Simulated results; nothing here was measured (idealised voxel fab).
process module | voxel self aligned contacts
cross-section cut | 245 nm wide | cells 5 nm
A cross-section is a grid of square cells, given in bands from the top down. A band is one or more rows of cells.
Each band's line starts with the height of the band's top and of its bottom, in nm. Then come its materials from left to right, each with its width in nm. One material with "throughout" fills the band from edge to edge. "air" is empty space.
Height 0 is the level under which the wafer as received is all one material. The lowest band goes on downwards, as in "0 down".
A width such as "30 to 40" changes by the same amount from each row of cells to the next, from the band's top row to its bottom row.
"no change" after a step means that no cell of the cross-section changed.
closed voids: empty space of 8 cells or more with no open way to the top, each as width x height at its distance from the left edge, in nm
after a step's settings: what the simulator itself notes on the step
overlay nm, on a step with a mask: how far to the right of its planned place the mask lay; to the left if negative
plan
1 op RECEIVE | material Si
2 op OXIDIZE | depth nm 5
3 op DIRECTIONAL_DEP | material polySi | thk nm 25
4 op DIRECTIONAL_DEP | material SiN | thk nm 15
5 op DIRECTIONAL_DEP | material aC | thk nm 15
6 op PATTERN | tone cover | mask id GATE | material resist | width nm 35 | pitch nm 70 | thk nm 35 | overlay nm 0
7 op DIRECTIONAL_ETCH | etch materials aC | depth nm 15
8 op STRIP | etch materials resist
9 op DIRECTIONAL_ETCH | etch materials SiN | depth nm 15
10 op DIRECTIONAL_ETCH | etch materials polySi | depth nm 25
11 op STRIP | etch materials aC
12 op CONFORMAL_DEP | material SiN | thk nm 5
13 op DIRECTIONAL_ETCH | etch materials SiN | depth nm 5
14 op FILL_DEP | material SiO2 | thk nm 10
15 op CMP | height nm 45
16 op PATTERN | tone open | mask id CONTACT | material resist | width nm 55 | thk nm 15 | overlay nm 0
17 op DIRECTIONAL_ETCH | etch materials SiO2 | depth nm 50
18 op STRIP | etch materials resist
19 op CONFORMAL_DEP | material TiN | thk nm 5
20 op FILL_DEP | material W | thk nm 10
21 op CMP | height nm 45
22 op CONFORMAL_DEP | material SiN | thk nm 5
as received, after step 1
  0 down: Si throughout
  closed voids: none
a wafer at the end: this start, this plan, one mistake
  50 to 45: SiN throughout
  45 to 40: SiO2 95 | TiN 55 | SiO2 95
  40 to 25: SiN 75 | SiO2 20 | TiN 5 | SiN 45 | TiN 5 | SiO2 20 | SiN 75
  25 to 0: polySi 70 | SiN 5 | SiO2 20 | TiN 5 | SiN 5 | polySi 35 | SiN 5 | TiN 5 | SiO2 20 | SiN 5 | polySi 70
  0 to -5: SiO2 95 | TiN 5 | SiO2 45 | TiN 5 | SiO2 95
  -5 down: Si throughout
  closed voids: none
what went wrong: step 6 ran as: op PATTERN | tone open | mask id GATE | material resist | width nm 35 | pitch nm 70 | thk nm 35 | overlay nm 0
